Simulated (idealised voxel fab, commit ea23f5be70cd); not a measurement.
Process module under the name voxel fin reveal
The width of the displayed cross-section, cut, is 200 nm; its cells are square, with a size of 5 nm.
Bands, listed from the top down, are how a cross-section gets written in this document; the cross-section itself is a grid of square cells, and a band is one or more rows of them. Read a band's entry like this: the first values are the height of its top and the height of its bottom in nm, and what follows is the sequence of materials from left to right, each with its width in nm. Note that "blank" is empty space, and that a single material marked "all across" reaches across the band from edge to edge. Convention: height 0 is the level below which the wafer, as received, is all one material. The lowest band does not terminate at the bottom but continues downward, represented as "top 0, no bottom". Graded width ("30..40"): value in top row of band = first number; value in bottom row = second number; row-to-row change constant. "everything unchanged" for a step: no cell of the cross-section changed in that step. Any empty space of 8 cells or more lacking an open way to the top shows up in "Closed-off voids" as width x height at distance, distance from the left edge, in nm. Post-settings text on a step line: simulator's own remark regarding the step. A step line may carry the setting "overlay nm", which, for steps involving a mask, states the distance by which the mask lay to the right of its intended position; negative values denote displacement to the left.

# Below is the list of planned process steps
1. RECEIVE,material Si
2. CONFORMAL_DEP,material SiN,thk nm 5
3. DIRECTIONAL_DEP,material aC,thk nm 15
4. PATTERN,tone cover,mask id FINS,material resist,width nm 15,pitch nm 35,thk nm 35,overlay nm 0
5. DIRECTIONAL_ETCH,etch materials aC,depth nm 15
6. STRIP,etch materials resist
7. DIRECTIONAL_ETCH,etch materials SiN,depth nm 5
8. DIRECTIONAL_ETCH,etch materials Si,depth nm 35
9. STRIP,etch materials aC
10. OXIDIZE,depth nm 5
11. FILL_DEP,material SiO2,thk nm 10
12. CMP,height nm 5
13. SELECTIVE_ETCH,etch materials SiO2,depth nm 30
14. STRIP,etch materials SiN

# Cross-sectional view of the wafer in its as-received condition, corresponding to the state after step 1
    top 0, no bottom | Si all across
    Closed-off voids: none

# Cross-section at module end, one run error; start and plan unchanged from above
    top 0, bottom -25 | Si 70  blank 25  Si 10  blank 25  Si 70
    top -25, bottom -40 | Si 70  SiO2 25  Si 10  SiO2 25  Si 70
    top -40, no bottom | Si all across
    Closed-off voids: none
In executing the process, a mistake was made relative to the plan: step 4 ran differently from the plan; actual operation with settings: PATTERN,tone open,mask id FINS,material resist,width nm 15,pitch nm 35,thk nm 35,overlay nm 0
